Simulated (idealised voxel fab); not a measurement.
Documented hereafter: the process module known as voxel released beams.
Square cell edge 5 nm, section width 250 nm, ID cut.
Cross-section = grid of square cells, listed top down in bands; band = one or more rows.
The entry gives the band's vertical extent as a top height and a bottom height in nm, then its horizontal make-up as materials from left to right, each with a width in nm. "empty" stands for empty space; a single material marked "everywhere" fills the band edge to edge.
Note: height 0 marks the level under which the wafer is uniformly one material as received. Lowest band unbounded below, written "0 down".
Width spec "30..40" -> top row of cells at first value, bottom row at second value, equal per-row change in between.
"nothing got changed", as given for a step, is the statement that not any cell of the cross-section underwent a change during that step.
Entry "Sealed-off cavities". Content: empty spaces with no open connection to the top, size 8 cells or greater. Each: width x height at distance. Distance: from left edge. Unit: nm.
after a step's settings: what the simulator itself notes on the step
"overlay nm", when on a step's line for a step with a mask, measures how far to the right of its planned place the mask lay; a negative measure means to the left.
Planned step list for the process
| 1 | RECEIVE: material Si |
| 2 | CONFORMAL_DEP: material Al2O3, thk nm 5 |
| 3 | DIRECTIONAL_DEP: material SiO2, thk nm 20 |
| 4 | PATTERN: tone open, mask id ANCHOR, material resist, width nm 45, thk nm 15, overlay nm 0 |
| 5 | DIRECTIONAL_ETCH: etch materials SiO2, depth nm 20 |
| 6 | STRIP: etch materials resist |
| 7 | CONFORMAL_DEP: material SiN, thk nm 15 |
| 8 | DIRECTIONAL_DEP: material aC, thk nm 10 |
| 9 | PATTERN: tone cover, mask id BEAM, material resist, width nm 105, thk nm 30, overlay nm 0 |
| 10 | DIRECTIONAL_ETCH: etch materials aC, depth nm 10 |
| 11 | STRIP: etch materials resist |
| 12 | DIRECTIONAL_ETCH: etch materials SiN, depth nm 15 |
| 13 | STRIP: etch materials aC |
| 14 | STRIP: etch materials SiO2 |
First wafer, two in total, run as planned
So this is the incoming wafer in cross-section - it's already been through step 1
	0 down = Si everywhere
	Sealed-off cavities: none
Sectional view: wafer, after step 2
	5 to 0 = Al2O3 everywhere
	All layers under 0 are left as they were.
Sectional view: wafer, after step 3
	25 to 5 = SiO2 everywhere
	All layers under 5 are left as they were.
Sectional view: wafer, after step 4
	40 to 25 = resist=75  empty=45  resist=130
	All layers under 25 are left as they were.
Sectional view: wafer, after step 5
	40 to 25 = resist=75  empty=45  resist=130
	25 to 5 = SiO2=75  empty=45  SiO2=130
	All layers under 5 are left as they were.
Sectional view: wafer, after step 6
	25 to 5 = SiO2=75  empty=45  SiO2=130
	All layers under 5 are left as they were.
Sectional view: wafer, after step 7
	40 to 25 = SiN=90  empty=15  SiN=145
	25 to 20 = SiO2=75  SiN=15  empty=15  SiN=15  SiO2=130
	20 to 5 = SiO2=75  SiN=45  SiO2=130
	All layers under 5 are left as they were.
Sectional view: wafer, after step 8
	50 to 40 = aC=90  empty=15  aC=145
	40 to 30 = SiN=90  empty=15  SiN=145
	30 to 25 = SiN=90  aC=15  SiN=145
	25 to 20 = SiO2=75  SiN=15  aC=15  SiN=15  SiO2=130
	All layers under 20 are left as they were.
Sectional view: wafer, after step 9
	80 to 50 = empty=70  resist=105  empty=75
	50 to 40 = aC=90  resist=15  aC=145
	40 to 30 = SiN=90  resist=15  SiN=145
	All layers under 30 are left as they were.
Sectional view: wafer, after step 10
	70 to 50 = empty=70  resist=105  empty=75
	50 to 40 = empty=70  aC=20  resist=15  aC=70  empty=75
	All layers under 40 are left as they were.
Sectional view: wafer, after step 11
	50 to 40 = empty=70  aC=20  empty=15  aC=70  empty=75
	40 to 30 = SiN=90  empty=15  SiN=145
	All layers under 30 are left as they were.
Sectional view: wafer, after step 12
	50 to 40 = empty=70  aC=20  empty=15  aC=70  empty=75
	40 to 30 = empty=70  SiN=20  empty=15  SiN=70  empty=75
	30 to 25 = empty=70  SiN=20  aC=15  SiN=70  empty=75
	All layers under 25 are left as they were.
Sectional view: wafer, after step 13
	40 to 25 = empty=70  SiN=20  empty=15  SiN=70  empty=75
	25 to 20 = SiO2=75  SiN=15  empty=15  SiN=15  SiO2=130
	All layers under 20 are left as they were.
Sectional view: wafer, after step 14
	40 to 25 = empty=70  SiN=20  empty=15  SiN=70  empty=75
	25 to 20 = empty=75  SiN=15  empty=15  SiN=15  empty=130
	20 to 5 = empty=75  SiN=45  empty=130
	All layers under 5 are left as they were.
Notes, second wafer: start = first wafer's, plan = first wafer's, execution had one mistake; history identical to first through step 1
Cross-section: second wafer, time at which step 2 was scheduled to end: nothing got changed
Cross-section: second wafer, time at which step 3 was scheduled to end
	20 to 0 = SiO2 everywhere
	All layers under 0 are left as they were.
Cross-section: second wafer, time at which step 4 was scheduled to end
	35 to 20 = resist=75  empty=45  resist=130
	All layers under 20 are left as they were.
Cross-section: second wafer, time at which step 5 was scheduled to end
	35 to 20 = resist=75  empty=45  resist=130
	20 to 0 = SiO2=75  empty=45  SiO2=130
	All layers under 0 are left as they were.
Cross-section: second wafer, time at which step 6 was scheduled to end
	20 to 0 = SiO2=75  empty=45  SiO2=130
	All layers under 0 are left as they were.
Cross-section: second wafer, time at which step 7 was scheduled to end
	35 to 20 = SiN=90  empty=15  SiN=145
	20 to 15 = SiO2=75  SiN=15  empty=15  SiN=15  SiO2=130
	15 to 0 = SiO2=75  SiN=45  SiO2=130
	All layers under 0 are left as they were.
Cross-section: second wafer, time at which step 8 was scheduled to end
	45 to 35 = aC=90  empty=15  aC=145
	35 to 25 = SiN=90  empty=15  SiN=145
	25 to 20 = SiN=90  aC=15  SiN=145
	20 to 15 = SiO2=75  SiN=15  aC=15  SiN=15  SiO2=130
	All layers under 15 are left as they were.
Cross-section: second wafer, time at which step 9 was scheduled to end
	75 to 45 = empty=70  resist=105  empty=75
	45 to 35 = aC=90  resist=15  aC=145
	35 to 25 = SiN=90  resist=15  SiN=145
	All layers under 25 are left as they were.
Cross-section: second wafer, time at which step 10 was scheduled to end
	65 to 45 = empty=70  resist=105  empty=75
	45 to 35 = empty=70  aC=20  resist=15  aC=70  empty=75
	All layers under 35 are left as they were.
Cross-section: second wafer, time at which step 11 was scheduled to end
	45 to 35 = empty=70  aC=20  empty=15  aC=70  empty=75
	35 to 25 = SiN=90  empty=15  SiN=145
	All layers under 25 are left as they were.
Cross-section: second wafer, time at which step 12 was scheduled to end
	45 to 35 = empty=70  aC=20  empty=15  aC=70  empty=75
	35 to 25 = empty=70  SiN=20  empty=15  SiN=70  empty=75
	25 to 20 = empty=70  SiN=20  aC=15  SiN=70  empty=75
	All layers under 20 are left as they were.
Cross-section: second wafer, time at which step 13 was scheduled to end
	35 to 20 = empty=70  SiN=20  empty=15  SiN=70  empty=75
	20 to 15 = SiO2=75  SiN=15  empty=15  SiN=15  SiO2=130
	All layers under 15 are left as they were.
Cross-section: second wafer, time at which step 14 was scheduled to end
	35 to 20 = empty=70  SiN=20  empty=15  SiN=70  empty=75
	20 to 15 = empty=75  SiN=15  empty=15  SiN=15  empty=130
	15 to 0 = empty=75  SiN=45  empty=130
	All layers under 0 are left as they were.
Against the plan, the run slipped here: step 2 of the plan got skipped, so it never ran
Final tally in cells, some materials are higher or lower on the second wafer than on the first: 50 fewer of Al2O3
